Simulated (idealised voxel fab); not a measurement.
process module | voxel self aligned contacts
This is section cut - it's 230 nm across, gridded in 5 nm square cells.
Just so we're on the same page, the cross-sections are grids of square cells, and they're listed out in bands top to bottom, each band one or more rows deep.
Per band: top height and bottom height in nm, followed by the left-to-right materials and their widths in nm; "everywhere" marks a single material spanning edge to edge, "empty" marks empty space.
Heights are expressed relative to 0, this being the level below which the as-received wafer comprises one material exclusively. The lowest band is unbounded in the downward direction and is denoted as in "0 down".
With a width like "30 to 40", each row of cells in the band differs from the next by the same amount, the top row carrying the first number and the bottom row the second.
Any step labelled "nothing different" changed none of the cells in the cross-section.
"Completely enclosed voids" means: voids of 8 cells or more that are shut off from the top with no open way through. Written width x height at distance, distance from the left edge, in nm.
Text after the settings on a step's line: the simulator's own remark on that step.
The setting "overlay nm" may be written on the line of a step. When the step uses a mask, the value reports how far to the right of the planned place the mask lay, and a negative value reports that it lay to the left.

The planned process steps are enumerated hereunder:
1) RECEIVE | material Si
2) CONFORMAL_DEP | material SiO2 | thk nm 5
3) DIRECTIONAL_DEP | material polySi | thk nm 30
4) DIRECTIONAL_DEP | material SiN | thk nm 15
5) DIRECTIONAL_DEP | material aC | thk nm 15
6) PATTERN | tone cover | mask id GATE | material resist | width nm 25 | pitch nm 55 | thk nm 35 | overlay nm 0
7) DIRECTIONAL_ETCH | etch materials aC | depth nm 15
8) STRIP | etch materials resist
9) DIRECTIONAL_ETCH | etch materials SiN | depth nm 15
10) DIRECTIONAL_ETCH | etch materials polySi | depth nm 30
11) STRIP | etch materials aC
12) CONFORMAL_DEP | material SiN | thk nm 5
13) DIRECTIONAL_ETCH | etch materials SiN | depth nm 5
14) FILL_DEP | material SiO2 | thk nm 20
15) CMP | height nm 60
16) DIRECTIONAL_DEP | material aC | thk nm 10
17) PATTERN | tone open | mask id CONTACT | material resist | width nm 40 | thk nm 30 | overlay nm 0
18) DIRECTIONAL_ETCH | etch materials aC | depth nm 10
19) STRIP | etch materials resist
20) DIRECTIONAL_ETCH | etch materials SiO2 | depth nm 60
21) STRIP | etch materials aC
22) CONFORMAL_DEP | material TiN | thk nm 5
23) FILL_DEP | material W | thk nm 10
24) CMP | height nm 60
25) CONFORMAL_DEP | material SiN | thk nm 5

Cross-sectional view of the wafer in its as-received condition, corresponding to the state after step 1:
	0 down: Si everywhere
	Completely enclosed voids: none

Cross-section, end of module. Start: as above. Plan: as above. Execution: one mistake:
	65 to 60: SiN everywhere
	60 to 50: SiO2 70 nm, then SiN 35 nm, then TiN 5 nm, then W 10 nm, then TiN 5 nm, then SiN 35 nm, then SiO2 70 nm
	50 to 45: SiO2 70 nm, then SiN 35 nm, then TiN 20 nm, then SiN 35 nm, then SiO2 70 nm
	45 to 35: SiN everywhere
	35 to 5: polySi everywhere
	5 to 0: SiO2 everywhere
	0 down: Si everywhere
	Completely enclosed voids: none
Error vs. plan: step 4, actual vs plan mismatch, actual run DIRECTIONAL_DEP | material SiN | thk nm 25
